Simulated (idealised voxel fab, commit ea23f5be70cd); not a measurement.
Process module name: voxel double patterning
Xsec cut, 250 nm wide, square cell size 5 nm.
A cross-section is a grid of square cells, given in bands from the top down. A band is one or more rows of cells.
Band: top height; bottom height; in nm. Then, left to right: material with width in nm, for each material. "everywhere": a single material spanning edge to edge. "empty": empty space.
Heights are measured from 0, the level below which the as-received wafer is all one material; the lowest band has no bottom and continues downward, written as in "0 and below".
A width given as "30 to 40" starts at the first number in the band's top row and ends at the second number in its bottom row, shifting by an equal amount at every step from row to row.
When a step is marked "changes: none", none of the cells in the cross-section changed during that step.
"Voids, enclosed": empty spaces of 8 cells or more with no open way to the top, each given as width x height at distance, distance from the left edge, all in nm.
On a step's line, text after the settings is the simulator commenting on that step.
overlay nm: where the mask lay relative to plan, measured to the right, on steps with a mask; negatives go left.
plan
- 1: RECEIVE [material Si]
- 2: CONFORMAL_DEP [material SiO2] [thk nm 5]
- 3: DIRECTIONAL_DEP [material polySi] [thk nm 10]
- 4: DIRECTIONAL_DEP [material SiCN] [thk nm 10]
- 5: DIRECTIONAL_DEP [material aC] [thk nm 10]
- 6: PATTERN [tone open] [mask id FIRST] [material resist] [width nm 15] [pitch nm 50] [thk nm 25] [overlay nm 0]
- 7: DIRECTIONAL_ETCH [etch materials aC] [depth nm 10]
- 8: STRIP [etch materials resist]
- 9: DIRECTIONAL_ETCH [etch materials SiCN] [depth nm 10]
- 10: STRIP [etch materials aC]
- 11: PATTERN [tone open] [mask id SECOND] [material resist] [width nm 15] [pitch nm 50] [thk nm 20] [overlay nm 0]
- 12: DIRECTIONAL_ETCH [etch materials SiCN] [depth nm 10]
- 13: STRIP [etch materials resist]
- 14: DIRECTIONAL_ETCH [etch materials polySi] [depth nm 10]
- 15: STRIP [etch materials SiCN]
as received, after step 1
> 0 and below = Si everywhere
> Voids, enclosed: none
The first of the two wafers as seen in cross-section once the module was finished; processing followed the plan
> 15 down to 5 = polySi 65 | empty 15 | polySi 10 | empty 15 | polySi 10 | empty 15 | polySi 10 | empty 15 | polySi 10 | empty 15 | polySi 70
> 5 down to 0 = SiO2 everywhere
> 0 and below = Si everywhere
> Voids, enclosed: none
Wafer two (of two), end-of-module cross-section: start = wafer one, plan = wafer one, one run mistake
> 15 down to 10 = SiO2 everywhere
> 10 down to 0 = polySi everywhere
> 0 and below = Si everywhere
> Voids, enclosed: none
Against the plan, the run slipped here: transposition of steps 2 and 3 relative to the planned sequence
Final tally in cells, some materials are higher or lower on the second wafer than on the first: polySi: 30 more
